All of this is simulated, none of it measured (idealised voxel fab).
process module | voxel transistor to metal
cross-section cut | 155 nm wide | cells 5 nm
A cross-section is a grid of square cells, given in bands from the top down. A band is one or more rows of cells.
Each band's line starts with the height of the band's top and of its bottom, in nm. Then come its materials from left to right, each with its width in nm. One material with "throughout" fills the band from edge to edge. "air" is empty space.
Height 0 is the level under which the wafer as received is all one material. The lowest band goes on downwards, as in "0 down".
A width such as "30 to 40" changes by the same amount from each row of cells to the next, from the band's top row to its bottom row.
"no change" after a step means that no cell of the cross-section changed.
closed voids: empty space of 8 cells or more with no open way to the top, each as width x height at its distance from the left edge, in nm
after a step's settings: what the simulator itself notes on the step
overlay nm, on a step with a mask: how far to the right of its planned place the mask lay; to the left if negative
plan
1 op RECEIVE | material Si
2 op CONFORMAL_DEP | material SiO2 | thk nm 5
3 op CONFORMAL_DEP | material SiN | thk nm 15
4 op PATTERN | tone cover | mask id ACTIVE | material resist | width nm 105 | thk nm 15 | overlay nm 0
5 op DIRECTIONAL_ETCH | etch materials SiN | depth nm 15
6 op DIRECTIONAL_ETCH | etch materials SiO2 | depth nm 5
7 op DIRECTIONAL_ETCH | etch materials Si | depth nm 20
8 op STRIP | etch materials resist
9 op OXIDIZE | depth nm 5
10 op FILL_DEP | material SiO2 | thk nm 15
11 op CMP | height nm 20
12 op SELECTIVE_ETCH | etch materials SiO2 | depth nm 15
13 op STRIP | etch materials SiN
14 op SELECTIVE_ETCH | etch materials SiO2 | depth nm 5
15 op OXIDIZE | depth nm 5
16 op DIRECTIONAL_DEP | material polySi | thk nm 30
17 op DIRECTIONAL_DEP | material SiCN | thk nm 10
18 op DIRECTIONAL_DEP | material aC | thk nm 10
19 op PATTERN | tone cover | mask id GATE | material resist | width nm 25 | thk nm 30 | overlay nm 0
20 op DIRECTIONAL_ETCH | etch materials aC | depth nm 10
21 op STRIP | etch materials resist
22 op DIRECTIONAL_ETCH | etch materials SiCN | depth nm 20
23 op DIRECTIONAL_ETCH | etch materials polySi | depth nm 40
24 op STRIP | etch materials aC
25 op CONFORMAL_DEP | material SiO2 | thk nm 5
26 op DIRECTIONAL_ETCH | etch materials SiO2 | depth nm 5
27 op CONFORMAL_DEP | material SiN | thk nm 10
28 op DIRECTIONAL_ETCH | etch materials SiN | depth nm 10
29 op DIRECTIONAL_ETCH | etch materials SiO2 | depth nm 5
30 op DIRECTIONAL_ETCH | etch materials Si | depth nm 15
31 op EPI | material nSi | thk nm 15
32 op FILL_DEP | material SiO2 | thk nm 10
33 op CMP | height nm 40
34 op DIRECTIONAL_DEP | material SiO2 | thk nm 15
35 op PATTERN | tone open | mask id CONTACT | material resist | width nm 30 | pitch nm 65 | thk nm 20 | overlay nm 0
36 op DIRECTIONAL_ETCH | etch materials SiO2 | depth nm 60
37 op STRIP | etch materials resist
38 op CONFORMAL_DEP | material TiN | thk nm 5
39 op FILL_DEP | material Ru | thk nm 5
40 op CMP | height nm 55
41 op CONFORMAL_DEP | material SiCN | thk nm 5
42 op DIRECTIONAL_DEP | material SiO2 | thk nm 25
43 op MASKED_ETCH | tone open | mask id METAL_1 | width nm 20 | pitch nm 75 | etch materials SiO2 | depth nm 25 | overlay nm 0
44 op MASKED_ETCH | tone open | mask id METAL_1 | width nm 20 | pitch nm 75 | etch materials SiCN | depth nm 5 | overlay nm 0
45 op CONFORMAL_DEP | material TiN | thk nm 5
46 op FILL_DEP | material Cu | thk nm 5
47 op CMP | height nm 85
48 op CONFORMAL_DEP | material SiN | thk nm 5
first wafer, as planned
as received, after step 1
  0 down: Si throughout
  closed voids: none
after step 2
  5 to 0: SiO2 throughout
  below 0: unchanged
after step 3
  20 to 5: SiN throughout
  below 5: unchanged
after step 4
  35 to 20: air 25 | resist 105 | air 25
  below 20: unchanged
after step 5
  35 to 20: air 25 | resist 105 | air 25
  20 to 5: air 25 | SiN 105 | air 25
  below 5: unchanged
after step 6
  35 to 20: air 25 | resist 105 | air 25
  20 to 5: air 25 | SiN 105 | air 25
  5 to 0: air 25 | SiO2 105 | air 25
  below 0: unchanged
after step 7
  35 to 20: air 25 | resist 105 | air 25
  20 to 5: air 25 | SiN 105 | air 25
  5 to 0: air 25 | SiO2 105 | air 25
  0 to -20: air 25 | Si 105 | air 25
  below -20: unchanged
after step 8
  20 to 5: air 25 | SiN 105 | air 25
  below 5: unchanged
after step 9
  20 to 5: air 25 | SiN 105 | air 25
  5 to 0: air 25 | SiO2 105 | air 25
  0 to -20: air 25 | SiO2 5 | Si 95 | SiO2 5 | air 25
  -20 to -25: SiO2 30 | Si 95 | SiO2 30
  below -25: unchanged
after step 10
  35 to 20: SiO2 throughout
  20 to 5: SiO2 25 | SiN 105 | SiO2 25
  5 to 0: SiO2 throughout
  0 to -25: SiO2 30 | Si 95 | SiO2 30
  below -25: unchanged
after step 11
  20 to 5: SiO2 25 | SiN 105 | SiO2 25
  below 5: unchanged
after step 12
  20 to 5: air 25 | SiN 105 | air 25
  below 5: unchanged
after step 13
  5 to 0: SiO2 throughout
  below 0: unchanged
after step 14
  0 to -25: SiO2 30 | Si 95 | SiO2 30
  below -25: unchanged
after step 15
  0 to -5: SiO2 throughout
  below -5: unchanged
after step 16
  30 to 0: polySi throughout
  below 0: unchanged
after step 17
  40 to 30: SiCN throughout
  below 30: unchanged
after step 18
  50 to 40: aC throughout
  below 40: unchanged
after step 19
  80 to 50: air 65 | resist 25 | air 65
  below 50: unchanged
after step 20
  70 to 50: air 65 | resist 25 | air 65
  50 to 40: air 65 | aC 25 | air 65
  below 40: unchanged
after step 21
  50 to 40: air 65 | aC 25 | air 65
  below 40: unchanged
after step 22
  50 to 40: air 65 | aC 25 | air 65
  40 to 30: air 65 | SiCN 25 | air 65
  below 30: unchanged
after step 23
  50 to 40: air 65 | aC 25 | air 65
  40 to 30: air 65 | SiCN 25 | air 65
  30 to 0: air 65 | polySi 25 | air 65
  below 0: unchanged
after step 24
  40 to 30: air 65 | SiCN 25 | air 65
  below 30: unchanged
after step 25
  45 to 40: air 60 | SiO2 35 | air 60
  40 to 30: air 60 | SiO2 5 | SiCN 25 | SiO2 5 | air 60
  30 to 5: air 60 | SiO2 5 | polySi 25 | SiO2 5 | air 60
  5 to 0: SiO2 65 | polySi 25 | SiO2 65
  below 0: unchanged
after step 26
  40 to 30: air 60 | SiO2 5 | SiCN 25 | SiO2 5 | air 60
  30 to 0: air 60 | SiO2 5 | polySi 25 | SiO2 5 | air 60
  below 0: unchanged
after step 27
  50 to 40: air 50 | SiN 55 | air 50
  40 to 30: air 50 | SiN 10 | SiO2 5 | SiCN 25 | SiO2 5 | SiN 10 | air 50
  30 to 10: air 50 | SiN 10 | SiO2 5 | polySi 25 | SiO2 5 | SiN 10 | air 50
  10 to 0: SiN 60 | SiO2 5 | polySi 25 | SiO2 5 | SiN 60
  below 0: unchanged
after step 28
  40 to 30: air 50 | SiN 10 | SiO2 5 | SiCN 25 | SiO2 5 | SiN 10 | air 50
  30 to 0: air 50 | SiN 10 | SiO2 5 | polySi 25 | SiO2 5 | SiN 10 | air 50
  below 0: unchanged
after step 29
  40 to 35: air 50 | SiN 10 | air 5 | SiCN 25 | air 5 | SiN 10 | air 50
  35 to 30: air 50 | SiN 10 | SiO2 5 | SiCN 25 | SiO2 5 | SiN 10 | air 50
  30 to 0: air 50 | SiN 10 | SiO2 5 | polySi 25 | SiO2 5 | SiN 10 | air 50
  0 to -5: air 50 | SiO2 55 | air 50
  below -5: unchanged
after step 30
  40 to 35: air 50 | SiN 10 | air 5 | SiCN 25 | air 5 | SiN 10 | air 50
  35 to 30: air 50 | SiN 10 | SiO2 5 | SiCN 25 | SiO2 5 | SiN 10 | air 50
  30 to 0: air 50 | SiN 10 | SiO2 5 | polySi 25 | SiO2 5 | SiN 10 | air 50
  0 to -5: air 50 | SiO2 55 | air 50
  -5 to -20: SiO2 30 | air 20 | Si 55 | air 20 | SiO2 30
  below -20: unchanged
after step 31
  40 to 35: air 50 | SiN 10 | air 5 | SiCN 25 | air 5 | SiN 10 | air 50
  35 to 30: air 50 | SiN 10 | SiO2 5 | SiCN 25 | SiO2 5 | SiN 10 | air 50
  30 to 10: air 50 | SiN 10 | SiO2 5 | polySi 25 | SiO2 5 | SiN 10 | air 50
  10 to 0: air 35 | nSi 15 | SiN 10 | SiO2 5 | polySi 25 | SiO2 5 | SiN 10 | nSi 15 | air 35
  0 to -5: air 35 | nSi 15 | SiO2 55 | nSi 15 | air 35
  -5 to -20: SiO2 30 | nSi 20 | Si 55 | nSi 20 | SiO2 30
  below -20: unchanged
after step 32
  50 to 40: SiO2 throughout
  40 to 30: SiO2 50 | SiN 10 | SiO2 5 | SiCN 25 | SiO2 5 | SiN 10 | SiO2 50
  30 to 10: SiO2 50 | SiN 10 | SiO2 5 | polySi 25 | SiO2 5 | SiN 10 | SiO2 50
  10 to 0: SiO2 35 | nSi 15 | SiN 10 | SiO2 5 | polySi 25 | SiO2 5 | SiN 10 | nSi 15 | SiO2 35
  0 to -5: SiO2 35 | nSi 15 | SiO2 55 | nSi 15 | SiO2 35
  below -5: unchanged
after step 33
  40 to 30: SiO2 50 | SiN 10 | SiO2 5 | SiCN 25 | SiO2 5 | SiN 10 | SiO2 50
  below 30: unchanged
after step 34
  55 to 40: SiO2 throughout
  below 40: unchanged
after step 35
  75 to 55: resist 30 | air 30 | resist 35 | air 30 | resist 30
  below 55: unchanged
after step 36
  75 to 55: resist 30 | air 30 | resist 35 | air 30 | resist 30
  55 to 40: SiO2 30 | air 30 | SiO2 35 | air 30 | SiO2 30
  40 to 30: SiO2 30 | air 20 | SiN 10 | SiO2 5 | SiCN 25 | SiO2 5 | SiN 10 | air 20 | SiO2 30
  30 to 10: SiO2 30 | air 20 | SiN 10 | SiO2 5 | polySi 25 | SiO2 5 | SiN 10 | air 20 | SiO2 30
  10 to 0: SiO2 30 | air 5 | nSi 15 | SiN 10 | SiO2 5 | polySi 25 | SiO2 5 | SiN 10 | nSi 15 | air 5 | SiO2 30
  0 to -5: SiO2 30 | air 5 | nSi 15 | SiO2 55 | nSi 15 | air 5 | SiO2 30
  below -5: unchanged
after step 37
  55 to 40: SiO2 30 | air 30 | SiO2 35 | air 30 | SiO2 30
  below 40: unchanged
after step 38
  60 to 55: TiN 35 | air 20 | TiN 45 | air 20 | TiN 35
  55 to 45: SiO2 30 | TiN 5 | air 20 | TiN 5 | SiO2 35 | TiN 5 | air 20 | TiN 5 | SiO2 30
  45 to 40: SiO2 30 | TiN 5 | air 10 | TiN 15 | SiO2 35 | TiN 15 | air 10 | TiN 5 | SiO2 30
  40 to 30: SiO2 30 | TiN 5 | air 10 | TiN 5 | SiN 10 | SiO2 5 | SiCN 25 | SiO2 5 | SiN 10 | TiN 5 | air 10 | TiN 5 | SiO2 30
  30 to 15: SiO2 30 | TiN 5 | air 10 | TiN 5 | SiN 10 | SiO2 5 | polySi 25 | SiO2 5 | SiN 10 | TiN 5 | air 10 | TiN 5 | SiO2 30
  15 to 10: SiO2 30 | TiN 20 | SiN 10 | SiO2 5 | polySi 25 | SiO2 5 | SiN 10 | TiN 20 | SiO2 30
  10 to 0: SiO2 30 | TiN 5 | nSi 15 | SiN 10 | SiO2 5 | polySi 25 | SiO2 5 | SiN 10 | nSi 15 | TiN 5 | SiO2 30
  0 to -5: SiO2 30 | TiN 5 | nSi 15 | SiO2 55 | nSi 15 | TiN 5 | SiO2 30
  below -5: unchanged
after step 39
  65 to 60: Ru throughout
  60 to 55: TiN 35 | Ru 20 | TiN 45 | Ru 20 | TiN 35
  55 to 45: SiO2 30 | TiN 5 | Ru 20 | TiN 5 | SiO2 35 | TiN 5 | Ru 20 | TiN 5 | SiO2 30
  45 to 40: SiO2 30 | TiN 5 | Ru 10 | TiN 15 | SiO2 35 | TiN 15 | Ru 10 | TiN 5 | SiO2 30
  40 to 30: SiO2 30 | TiN 5 | Ru 10 | TiN 5 | SiN 10 | SiO2 5 | SiCN 25 | SiO2 5 | SiN 10 | TiN 5 | Ru 10 | TiN 5 | SiO2 30
  30 to 15: SiO2 30 | TiN 5 | Ru 10 | TiN 5 | SiN 10 | SiO2 5 | polySi 25 | SiO2 5 | SiN 10 | TiN 5 | Ru 10 | TiN 5 | SiO2 30
  below 15: unchanged
after step 40
  55 to 45: SiO2 30 | TiN 5 | Ru 20 | TiN 5 | SiO2 35 | TiN 5 | Ru 20 | TiN 5 | SiO2 30
  below 45: unchanged
after step 41
  60 to 55: SiCN throughout
  below 55: unchanged
after step 42
  85 to 60: SiO2 throughout
  below 60: unchanged
after step 43
  85 to 60: SiO2 30 | air 20 | SiO2 55 | air 20 | SiO2 30
  below 60: unchanged
after step 44
  85 to 60: SiO2 30 | air 20 | SiO2 55 | air 20 | SiO2 30
  60 to 55: SiCN 30 | air 20 | SiCN 55 | air 20 | SiCN 30
  below 55: unchanged
after step 45
  90 to 85: TiN 35 | air 10 | TiN 65 | air 10 | TiN 35
  85 to 60: SiO2 30 | TiN 5 | air 10 | TiN 5 | SiO2 55 | TiN 5 | air 10 | TiN 5 | SiO2 30
  60 to 55: SiCN 30 | TiN 20 | SiCN 55 | TiN 20 | SiCN 30
  below 55: unchanged
after step 46
  95 to 90: Cu throughout
  90 to 85: TiN 35 | Cu 10 | TiN 65 | Cu 10 | TiN 35
  85 to 60: SiO2 30 | TiN 5 | Cu 10 | TiN 5 | SiO2 55 | TiN 5 | Cu 10 | TiN 5 | SiO2 30
  below 60: unchanged
after step 47
  85 to 60: SiO2 30 | TiN 5 | Cu 10 | TiN 5 | SiO2 55 | TiN 5 | Cu 10 | TiN 5 | SiO2 30
  below 60: unchanged
after step 48
  90 to 85: SiN throughout
  below 85: unchanged
second wafer: like start, like plan, one mistake. Through step 11 it matches the first wafer
when step 12 should have ended
  20 to 5: SiO2 25 | air 105 | SiO2 25
  below 5: unchanged
when step 13 should have ended
  5 to 0: SiO2 10 | air 135 | SiO2 10
  0 to -10: SiO2 10 | air 20 | Si 95 | air 20 | SiO2 10
  below -10: unchanged
when step 14 should have ended
  0 to -15: SiO2 5 | air 25 | Si 95 | air 25 | SiO2 5
  below -15: unchanged
when step 15 should have ended
  0 to -5: SiO2 5 | air 25 | SiO2 95 | air 25 | SiO2 5
  -5 to -15: SiO2 5 | air 25 | SiO2 5 | Si 85 | SiO2 5 | air 25 | SiO2 5
  -15 to -25: SiO2 35 to 30 | Si 85 to 95 | SiO2 35 to 30
  below -25: unchanged
when step 16 should have ended
  30 to 15: polySi 5 | air 25 | polySi 95 | air 25 | polySi 5
  15 to 0: polySi throughout
  0 to -5: SiO2 5 | polySi 25 | SiO2 95 | polySi 25 | SiO2 5
  -5 to -15: SiO2 5 | polySi 25 | SiO2 5 | Si 85 | SiO2 5 | polySi 25 | SiO2 5
  below -15: unchanged
when step 17 should have ended
  40 to 30: SiCN 5 | air 25 | SiCN 95 | air 25 | SiCN 5
  30 to 25: polySi 5 | air 25 | polySi 95 | air 25 | polySi 5
  25 to 15: polySi 5 | SiCN 25 | polySi 95 | SiCN 25 | polySi 5
  below 15: unchanged
when step 18 should have ended
  50 to 40: aC 5 | air 25 | aC 95 | air 25 | aC 5
  40 to 35: SiCN 5 | air 25 | SiCN 95 | air 25 | SiCN 5
  35 to 30: SiCN 5 | aC 25 | SiCN 95 | aC 25 | SiCN 5
  30 to 25: polySi 5 | aC 25 | polySi 95 | aC 25 | polySi 5
  below 25: unchanged
when step 19 should have ended
  80 to 50: air 65 | resist 25 | air 65
  below 50: unchanged
when step 20 should have ended
  70 to 50: air 65 | resist 25 | air 65
  50 to 40: air 65 | aC 25 | air 65
  40 to 30: SiCN 5 | air 25 | SiCN 95 | air 25 | SiCN 5
  30 to 25: polySi 5 | air 25 | polySi 95 | air 25 | polySi 5
  below 25: unchanged
when step 21 should have ended
  50 to 40: air 65 | aC 25 | air 65
  below 40: unchanged
when step 22 should have ended
  50 to 40: air 65 | aC 25 | air 65
  40 to 30: air 65 | SiCN 25 | air 65
  30 to 15: polySi 5 | air 25 | polySi 95 | air 25 | polySi 5
  below 15: unchanged
when step 23 should have ended
  50 to 40: air 65 | aC 25 | air 65
  40 to 30: air 65 | SiCN 25 | air 65
  30 to 0: air 65 | polySi 25 | air 65
  0 to -5: SiO2 5 | air 25 | SiO2 95 | air 25 | SiO2 5
  -5 to -15: SiO2 5 | air 25 | SiO2 5 | Si 85 | SiO2 5 | air 25 | SiO2 5
  below -15: unchanged
when step 24 should have ended
  40 to 30: air 65 | SiCN 25 | air 65
  below 30: unchanged
when step 25 should have ended
  45 to 40: air 60 | SiO2 35 | air 60
  40 to 30: air 60 | SiO2 5 | SiCN 25 | SiO2 5 | air 60
  30 to 5: air 60 | SiO2 5 | polySi 25 | SiO2 5 | air 60
  5 to 0: SiO2 10 | air 15 | SiO2 40 | polySi 25 | SiO2 40 | air 15 | SiO2 10
  0 to -5: SiO2 10 | air 15 | SiO2 105 | air 15 | SiO2 10
  -5 to -10: SiO2 10 | air 15 | SiO2 10 | Si 85 | SiO2 10 | air 15 | SiO2 10
  -10 to -20: SiO2 35 | Si 85 | SiO2 35
  below -20: unchanged
when step 26 should have ended
  40 to 30: air 60 | SiO2 5 | SiCN 25 | SiO2 5 | air 60
  30 to 0: air 60 | SiO2 5 | polySi 25 | SiO2 5 | air 60
  0 to -5: SiO2 10 | air 15 | SiO2 105 | air 15 | SiO2 10
  -5 to -15: SiO2 10 | air 15 | SiO2 10 | Si 85 | SiO2 10 | air 15 | SiO2 10
  below -15: unchanged
when step 27 should have ended
  50 to 40: air 50 | SiN 55 | air 50
  40 to 30: air 50 | SiN 10 | SiO2 5 | SiCN 25 | SiO2 5 | SiN 10 | air 50
  30 to 10: air 50 | SiN 10 | SiO2 5 | polySi 25 | SiO2 5 | SiN 10 | air 50
  10 to 0: SiN 60 | SiO2 5 | polySi 25 | SiO2 5 | SiN 60
  0 to -5: SiO2 10 | SiN 15 | SiO2 105 | SiN 15 | SiO2 10
  -5 to -15: SiO2 10 | SiN 15 | SiO2 10 | Si 85 | SiO2 10 | SiN 15 | SiO2 10
  below -15: unchanged
when step 28 should have ended
  40 to 30: air 50 | SiN 10 | SiO2 5 | SiCN 25 | SiO2 5 | SiN 10 | air 50
  30 to 0: air 50 | SiN 10 | SiO2 5 | polySi 25 | SiO2 5 | SiN 10 | air 50
  below 0: unchanged
when step 29 should have ended
  40 to 35: air 50 | SiN 10 | air 5 | SiCN 25 | air 5 | SiN 10 | air 50
  35 to 30: air 50 | SiN 10 | SiO2 5 | SiCN 25 | SiO2 5 | SiN 10 | air 50
  30 to 0: air 50 | SiN 10 | SiO2 5 | polySi 25 | SiO2 5 | SiN 10 | air 50
  0 to -5: air 10 | SiN 15 | air 25 | SiO2 55 | air 25 | SiN 15 | air 10
  below -5: unchanged
when step 30 should have ended
  40 to 35: air 50 | SiN 10 | air 5 | SiCN 25 | air 5 | SiN 10 | air 50
  35 to 30: air 50 | SiN 10 | SiO2 5 | SiCN 25 | SiO2 5 | SiN 10 | air 50
  30 to 0: air 50 | SiN 10 | SiO2 5 | polySi 25 | SiO2 5 | SiN 10 | air 50
  0 to -5: air 10 | SiN 15 | air 25 | SiO2 55 | air 25 | SiN 15 | air 10
  -5 to -15: SiO2 10 | SiN 15 | SiO2 10 | air 15 | Si 55 | air 15 | SiO2 10 | SiN 15 | SiO2 10
  -15 to -20: SiO2 35 | air 15 | Si 55 | air 15 | SiO2 35
  below -20: unchanged
when step 31 should have ended
  40 to 35: air 50 | SiN 10 | air 5 | SiCN 25 | air 5 | SiN 10 | air 50
  35 to 30: air 50 | SiN 10 | SiO2 5 | SiCN 25 | SiO2 5 | SiN 10 | air 50
  30 to 10: air 50 | SiN 10 | SiO2 5 | polySi 25 | SiO2 5 | SiN 10 | air 50
  10 to 0: air 35 | nSi 15 | SiN 10 | SiO2 5 | polySi 25 | SiO2 5 | SiN 10 | nSi 15 | air 35
  0 to -5: air 10 | SiN 15 | air 10 | nSi 15 | SiO2 55 | nSi 15 | air 10 | SiN 15 | air 10
  -5 to -15: SiO2 10 | SiN 15 | SiO2 10 | nSi 15 | Si 55 | nSi 15 | SiO2 10 | SiN 15 | SiO2 10
  -15 to -20: SiO2 35 | nSi 15 | Si 55 | nSi 15 | SiO2 35
  below -20: unchanged
when step 32 should have ended
  50 to 40: SiO2 throughout
  40 to 30: SiO2 50 | SiN 10 | SiO2 5 | SiCN 25 | SiO2 5 | SiN 10 | SiO2 50
  30 to 10: SiO2 50 | SiN 10 | SiO2 5 | polySi 25 | SiO2 5 | SiN 10 | SiO2 50
  10 to 0: SiO2 35 | nSi 15 | SiN 10 | SiO2 5 | polySi 25 | SiO2 5 | SiN 10 | nSi 15 | SiO2 35
  0 to -5: SiO2 10 | SiN 15 | SiO2 10 | nSi 15 | SiO2 55 | nSi 15 | SiO2 10 | SiN 15 | SiO2 10
  below -5: unchanged
when step 33 should have ended
  40 to 30: SiO2 50 | SiN 10 | SiO2 5 | SiCN 25 | SiO2 5 | SiN 10 | SiO2 50
  below 30: unchanged
when step 34 should have ended
  55 to 40: SiO2 throughout
  below 40: unchanged
when step 35 should have ended
  75 to 55: resist 30 | air 30 | resist 35 | air 30 | resist 30
  below 55: unchanged
when step 36 should have ended
  75 to 55: resist 30 | air 30 | resist 35 | air 30 | resist 30
  55 to 40: SiO2 30 | air 30 | SiO2 35 | air 30 | SiO2 30
  40 to 30: SiO2 30 | air 20 | SiN 10 | SiO2 5 | SiCN 25 | SiO2 5 | SiN 10 | air 20 | SiO2 30
  30 to 10: SiO2 30 | air 20 | SiN 10 | SiO2 5 | polySi 25 | SiO2 5 | SiN 10 | air 20 | SiO2 30
  10 to 0: SiO2 30 | air 5 | nSi 15 | SiN 10 | SiO2 5 | polySi 25 | SiO2 5 | SiN 10 | nSi 15 | air 5 | SiO2 30
  0 to -5: SiO2 10 | SiN 15 | SiO2 5 | air 5 | nSi 15 | SiO2 55 | nSi 15 | air 5 | SiO2 5 | SiN 15 | SiO2 10
  below -5: unchanged
when step 37 should have ended
  55 to 40: SiO2 30 | air 30 | SiO2 35 | air 30 | SiO2 30
  below 40: unchanged
when step 38 should have ended
  60 to 55: TiN 35 | air 20 | TiN 45 | air 20 | TiN 35
  55 to 45: SiO2 30 | TiN 5 | air 20 | TiN 5 | SiO2 35 | TiN 5 | air 20 | TiN 5 | SiO2 30
  45 to 40: SiO2 30 | TiN 5 | air 10 | TiN 15 | SiO2 35 | TiN 15 | air 10 | TiN 5 | SiO2 30
  40 to 30: SiO2 30 | TiN 5 | air 10 | TiN 5 | SiN 10 | SiO2 5 | SiCN 25 | SiO2 5 | SiN 10 | TiN 5 | air 10 | TiN 5 | SiO2 30
  30 to 15: SiO2 30 | TiN 5 | air 10 | TiN 5 | SiN 10 | SiO2 5 | polySi 25 | SiO2 5 | SiN 10 | TiN 5 | air 10 | TiN 5 | SiO2 30
  15 to 10: SiO2 30 | TiN 20 | SiN 10 | SiO2 5 | polySi 25 | SiO2 5 | SiN 10 | TiN 20 | SiO2 30
  10 to 0: SiO2 30 | TiN 5 | nSi 15 | SiN 10 | SiO2 5 | polySi 25 | SiO2 5 | SiN 10 | nSi 15 | TiN 5 | SiO2 30
  0 to -5: SiO2 10 | SiN 15 | SiO2 5 | TiN 5 | nSi 15 | SiO2 55 | nSi 15 | TiN 5 | SiO2 5 | SiN 15 | SiO2 10
  below -5: unchanged
when step 39 should have ended
  65 to 60: Ru throughout
  60 to 55: TiN 35 | Ru 20 | TiN 45 | Ru 20 | TiN 35
  55 to 45: SiO2 30 | TiN 5 | Ru 20 | TiN 5 | SiO2 35 | TiN 5 | Ru 20 | TiN 5 | SiO2 30
  45 to 40: SiO2 30 | TiN 5 | Ru 10 | TiN 15 | SiO2 35 | TiN 15 | Ru 10 | TiN 5 | SiO2 30
  40 to 30: SiO2 30 | TiN 5 | Ru 10 | TiN 5 | SiN 10 | SiO2 5 | SiCN 25 | SiO2 5 | SiN 10 | TiN 5 | Ru 10 | TiN 5 | SiO2 30
  30 to 15: SiO2 30 | TiN 5 | Ru 10 | TiN 5 | SiN 10 | SiO2 5 | polySi 25 | SiO2 5 | SiN 10 | TiN 5 | Ru 10 | TiN 5 | SiO2 30
  below 15: unchanged
when step 40 should have ended
  55 to 45: SiO2 30 | TiN 5 | Ru 20 | TiN 5 | SiO2 35 | TiN 5 | Ru 20 | TiN 5 | SiO2 30
  below 45: unchanged
when step 41 should have ended
  60 to 55: SiCN throughout
  below 55: unchanged
when step 42 should have ended
  85 to 60: SiO2 throughout
  below 60: unchanged
when step 43 should have ended
  85 to 60: SiO2 30 | air 20 | SiO2 55 | air 20 | SiO2 30
  below 60: unchanged
when step 44 should have ended
  85 to 60: SiO2 30 | air 20 | SiO2 55 | air 20 | SiO2 30
  60 to 55: SiCN 30 | air 20 | SiCN 55 | air 20 | SiCN 30
  below 55: unchanged
when step 45 should have ended
  90 to 85: TiN 35 | air 10 | TiN 65 | air 10 | TiN 35
  85 to 60: SiO2 30 | TiN 5 | air 10 | TiN 5 | SiO2 55 | TiN 5 | air 10 | TiN 5 | SiO2 30
  60 to 55: SiCN 30 | TiN 20 | SiCN 55 | TiN 20 | SiCN 30
  below 55: unchanged
when step 46 should have ended
  95 to 90: Cu throughout
  90 to 85: TiN 35 | Cu 10 | TiN 65 | Cu 10 | TiN 35
  85 to 60: SiO2 30 | TiN 5 | Cu 10 | TiN 5 | SiO2 55 | TiN 5 | Cu 10 | TiN 5 | SiO2 30
  below 60: unchanged
when step 47 should have ended
  85 to 60: SiO2 30 | TiN 5 | Cu 10 | TiN 5 | SiO2 55 | TiN 5 | Cu 10 | TiN 5 | SiO2 30
  below 60: unchanged
when step 48 should have ended
  90 to 85: SiN throughout
  below 85: unchanged
what went wrong: steps 12 and 13 were swapped
at the end the second wafer has, in cells: 18 more of SiN | 12 fewer of SiO2 | 6 fewer of nSi
